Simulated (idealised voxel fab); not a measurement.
Documented hereafter: the process module known as voxel wiring stack.
Square cells of 5 nm make up the cross-section cut, whose width is 230 nm.
Think of the cross-section as a grid of square cells. We describe it in bands, top to bottom, and each band covers one or more rows of those cells.
Each band's line starts with the height of the band's top and of its bottom, in nm. Then come its materials from left to right, each with its width in nm. One material with "all across" fills the band from edge to edge. "empty" is empty space.
A quick word on heights: they are counted from 0, and under that level the wafer as it came to us is one material throughout. The lowest band is different from the rest in having no bottom; it simply continues downward, written as in "top 0, no bottom".
A width such as "30 to 40" changes by the same amount from each row of cells to the next, from the band's top row to its bottom row.
Given "nothing different" for a step, no cell of the cross-section differs between before and after that step.
Entry "Enclosed internal voids" = empty spaces >= 8 cells with no open way to the top; each as width x height at distance, distance from left edge, all nm.
Formally, on a step line, whatever follows the settings is a remark that the simulator itself makes on the step.
"overlay nm" on a masked step: distance the mask lay right of its planned place, negative for left.

Here's what the planned process steps look like:
1) RECEIVE with material Si
2) CONFORMAL_DEP with material SiO2, thk nm 15
3) CONFORMAL_DEP with material SiCN, thk nm 5
4) DIRECTIONAL_DEP with material SiO2, thk nm 25
5) DIRECTIONAL_DEP with material aC, thk nm 10
6) PATTERN with tone open, mask id METAL_1, material resist, width nm 25, pitch nm 50, thk nm 25, overlay nm 0
7) DIRECTIONAL_ETCH with etch materials aC, depth nm 10
8) STRIP with etch materials resist
9) DIRECTIONAL_ETCH with etch materials SiO2, depth nm 25
10) DIRECTIONAL_ETCH with etch materials SiCN, depth nm 5
11) STRIP with etch materials aC
12) CONFORMAL_DEP with material TiN, thk nm 5
13) FILL_DEP with material W, thk nm 5
14) CMP with height nm 45
15) CONFORMAL_DEP with material SiCN, thk nm 5
16) DIRECTIONAL_DEP with material lowk, thk nm 15
17) DIRECTIONAL_DEP with material aC, thk nm 15
18) PATTERN with tone open, mask id PLUG_1, material resist, width nm 15, pitch nm 100, thk nm 35, overlay nm 0
19) DIRECTIONAL_ETCH with etch materials aC, depth nm 15
20) STRIP with etch materials resist
21) DIRECTIONAL_ETCH with etch materials lowk, depth nm 15
22) DIRECTIONAL_ETCH with etch materials SiCN, depth nm 5
23) STRIP with etch materials aC
24) EPI with material Ru, thk nm 10
25) EPI with material Ru, thk nm 10
26) CONFORMAL_DEP with material SiN, thk nm 5
27) DIRECTIONAL_DEP with material SiO2, thk nm 20
28) MASKED_ETCH with tone open, mask id METAL_2, width nm 25, pitch nm 50, etch materials SiO2, depth nm 20, overlay nm 0
29) MASKED_ETCH with tone open, mask id METAL_2, width nm 25, pitch nm 50, etch materials SiN, depth nm 5, overlay nm 0
30) CONFORMAL_DEP with material TiN, thk nm 5
31) FILL_DEP with material Cu, thk nm 10
32) CMP with height nm 90
33) CONFORMAL_DEP with material SiCN, thk nm 5
34) DIRECTIONAL_DEP with material SiO2, thk nm 10
35) DIRECTIONAL_DEP with material aC, thk nm 15
36) PATTERN with tone open, mask id PLUG_2, material resist, width nm 15, pitch nm 100, thk nm 30, overlay nm 0
37) DIRECTIONAL_ETCH with etch materials aC, depth nm 15
38) STRIP with etch materials resist
39) DIRECTIONAL_ETCH with etch materials SiO2, depth nm 10
40) DIRECTIONAL_ETCH with etch materials SiCN, depth nm 5
41) STRIP with etch materials aC
42) CONFORMAL_DEP with material TiN, thk nm 5
43) FILL_DEP with material Ru, thk nm 5
44) CMP with height nm 105
45) DIRECTIONAL_DEP with material TiN, thk nm 5
46) DIRECTIONAL_DEP with material Ru, thk nm 25
47) DIRECTIONAL_DEP with material aC, thk nm 10
48) PATTERN with tone cover, mask id METAL_3, material resist, width nm 25, pitch nm 50, thk nm 30, overlay nm 0
49) DIRECTIONAL_ETCH with etch materials aC, depth nm 10
50) STRIP with etch materials resist
51) DIRECTIONAL_ETCH with etch materials Ru, depth nm 25
52) DIRECTIONAL_ETCH with etch materials TiN, depth nm 5
53) STRIP with etch materials aC
54) CONFORMAL_DEP with material SiCN, thk nm 5
55) FILL_DEP with material SiO2, thk nm 10
56) CMP with height nm 135
57) CONFORMAL_DEP with material SiCN, thk nm 5
58) DIRECTIONAL_DEP with material lowk, thk nm 10
59) PATTERN with tone open, mask id PLUG_3, material resist, width nm 15, pitch nm 100, thk nm 20, overlay nm 0
60) DIRECTIONAL_ETCH with etch materials lowk, depth nm 10
61) DIRECTIONAL_ETCH with etch materials SiCN, depth nm 5
62) STRIP with etch materials resist
63) CONFORMAL_DEP with material TiN, thk nm 5
64) FILL_DEP with material Ru, thk nm 5
65) CMP with height nm 150
66) DIRECTIONAL_DEP with material TiN, thk nm 5
67) DIRECTIONAL_DEP with material W, thk nm 20
68) PATTERN with tone cover, mask id METAL_4, material resist, width nm 25, pitch nm 50, thk nm 20, overlay nm 0
69) DIRECTIONAL_ETCH with etch materials W, depth nm 20
70) DIRECTIONAL_ETCH with etch materials TiN, depth nm 5
71) STRIP with etch materials resist
72) FILL_DEP with material SiO2, thk nm 5
73) CMP with height nm 175
74) CONFORMAL_DEP with material SiN, thk nm 5

Incoming wafer, cross-sectional view, post step 1:
top 0, no bottom = Si all across
Enclosed internal voids: none

End-of-module XS, first of two wafers, run as planned:
top 180, bottom 175 = SiN all across
top 175, bottom 155 = SiO2 25 nm | W 25 nm | SiO2 25 nm | W 25 nm | SiO2 25 nm | W 25 nm | SiO2 25 nm | W 25 nm | SiO2 30 nm
top 155, bottom 150 = SiO2 25 nm | TiN 25 nm | SiO2 25 nm | TiN 25 nm | SiO2 25 nm | TiN 25 nm | SiO2 25 nm | TiN 25 nm | SiO2 30 nm
top 150, bottom 140 = lowk 25 nm | TiN 5 nm | Ru 5 nm | TiN 5 nm | lowk 85 nm | TiN 5 nm | Ru 5 nm | TiN 5 nm | lowk 90 nm
top 140, bottom 135 = SiCN 25 nm | TiN 15 nm | SiCN 85 nm | TiN 15 nm | SiCN 90 nm
top 135, bottom 110 = SiO2 20 nm | SiCN 5 nm | Ru 25 nm | SiCN 5 nm | SiO2 15 nm | SiCN 5 nm | Ru 25 nm | SiCN 5 nm | SiO2 15 nm | SiCN 5 nm | Ru 25 nm | SiCN 5 nm | SiO2 15 nm | SiCN 5 nm | Ru 25 nm | SiCN 5 nm | SiO2 25 nm
top 110, bottom 105 = SiCN 25 nm | TiN 25 nm | SiCN 25 nm | TiN 25 nm | SiCN 25 nm | TiN 25 nm | SiCN 25 nm | TiN 25 nm | SiCN 30 nm
top 105, bottom 95 = SiO2 25 nm | TiN 5 nm | Ru 5 nm | TiN 5 nm | SiO2 85 nm | TiN 5 nm | Ru 5 nm | TiN 5 nm | SiO2 90 nm
top 95, bottom 90 = SiCN 25 nm | TiN 15 nm | SiCN 85 nm | TiN 15 nm | SiCN 90 nm
top 90, bottom 70 = SiO2 25 nm | TiN 5 nm | Cu 15 nm | TiN 5 nm | SiO2 25 nm | TiN 5 nm | Cu 15 nm | TiN 5 nm | SiO2 25 nm | TiN 5 nm | Cu 15 nm | TiN 5 nm | SiO2 25 nm | TiN 5 nm | Cu 15 nm | TiN 5 nm | SiO2 30 nm
top 70, bottom 65 = SiN 25 nm | TiN 25 nm | SiN 25 nm | TiN 25 nm | SiN 25 nm | TiN 25 nm | SiN 25 nm | TiN 25 nm | SiN 30 nm
top 65, bottom 50 = lowk 25 nm | Ru 15 nm | lowk 85 nm | Ru 15 nm | lowk 90 nm
top 50, bottom 45 = SiCN 25 nm | Ru 15 nm | SiCN 85 nm | Ru 15 nm | SiCN 90 nm
top 45, bottom 20 = SiO2 25 nm | TiN 5 nm | W 15 nm | TiN 5 nm | SiO2 25 nm | TiN 5 nm | W 15 nm | TiN 5 nm | SiO2 25 nm | TiN 5 nm | W 15 nm | TiN 5 nm | SiO2 25 nm | TiN 5 nm | W 15 nm | TiN 5 nm | SiO2 30 nm
top 20, bottom 15 = SiCN 25 nm | TiN 25 nm | SiCN 25 nm | TiN 25 nm | SiCN 25 nm | TiN 25 nm | SiCN 25 nm | TiN 25 nm | SiCN 30 nm
top 15, bottom 0 = SiO2 all across
top 0, no bottom = Si all across
Enclosed internal voids: none

Wafer two (of two), end-of-module cross-section: start = wafer one, plan = wafer one, one run mistake:
top 190, bottom 175 = SiN all across
top 175, bottom 155 = SiO2 25 nm | W 25 nm | SiO2 25 nm | W 25 nm | SiO2 25 nm | W 25 nm | SiO2 25 nm | W 25 nm | SiO2 30 nm
top 155, bottom 150 = SiO2 25 nm | TiN 25 nm | SiO2 25 nm | TiN 25 nm | SiO2 25 nm | TiN 25 nm | SiO2 25 nm | TiN 25 nm | SiO2 30 nm
top 150, bottom 140 = lowk 25 nm | TiN 5 nm | Ru 5 nm | TiN 5 nm | lowk 85 nm | TiN 5 nm | Ru 5 nm | TiN 5 nm | lowk 90 nm
top 140, bottom 135 = SiCN 25 nm | TiN 15 nm | SiCN 85 nm | TiN 15 nm | SiCN 90 nm
top 135, bottom 110 = SiO2 20 nm | SiCN 5 nm | Ru 25 nm | SiCN 5 nm | SiO2 15 nm | SiCN 5 nm | Ru 25 nm | SiCN 5 nm | SiO2 15 nm | SiCN 5 nm | Ru 25 nm | SiCN 5 nm | SiO2 15 nm | SiCN 5 nm | Ru 25 nm | SiCN 5 nm | SiO2 25 nm
top 110, bottom 105 = SiCN 25 nm | TiN 25 nm | SiCN 25 nm | TiN 25 nm | SiCN 25 nm | TiN 25 nm | SiCN 25 nm | TiN 25 nm | SiCN 30 nm
top 105, bottom 95 = SiO2 25 nm | TiN 5 nm | Ru 5 nm | TiN 5 nm | SiO2 85 nm | TiN 5 nm | Ru 5 nm | TiN 5 nm | SiO2 90 nm
top 95, bottom 90 = SiCN 25 nm | TiN 15 nm | SiCN 85 nm | TiN 15 nm | SiCN 90 nm
top 90, bottom 70 = SiO2 25 nm | TiN 5 nm | Cu 15 nm | TiN 5 nm | SiO2 25 nm | TiN 5 nm | Cu 15 nm | TiN 5 nm | SiO2 25 nm | TiN 5 nm | Cu 15 nm | TiN 5 nm | SiO2 25 nm | TiN 5 nm | Cu 15 nm | TiN 5 nm | SiO2 30 nm
top 70, bottom 65 = SiN 25 nm | TiN 25 nm | SiN 25 nm | TiN 25 nm | SiN 25 nm | TiN 25 nm | SiN 25 nm | TiN 25 nm | SiN 30 nm
top 65, bottom 50 = lowk 25 nm | Ru 15 nm | lowk 85 nm | Ru 15 nm | lowk 90 nm
top 50, bottom 45 = SiCN 25 nm | Ru 15 nm | SiCN 85 nm | Ru 15 nm | SiCN 90 nm
top 45, bottom 20 = SiO2 25 nm | TiN 5 nm | W 15 nm | TiN 5 nm | SiO2 25 nm | TiN 5 nm | W 15 nm | TiN 5 nm | SiO2 25 nm | TiN 5 nm | W 15 nm | TiN 5 nm | SiO2 25 nm | TiN 5 nm | W 15 nm | TiN 5 nm | SiO2 30 nm
top 20, bottom 15 = SiCN 25 nm | TiN 25 nm | SiCN 25 nm | TiN 25 nm | SiCN 25 nm | TiN 25 nm | SiCN 25 nm | TiN 25 nm | SiCN 30 nm
top 15, bottom 0 = SiO2 all across
top 0, no bottom = Si all across
Enclosed internal voids: none
what went wrong: step 74 changed vs plan, executed as CONFORMAL_DEP with material SiN, thk nm 15
FYI, end of process, the second wafer has more or fewer cells of some materials than the first: +92 SiN
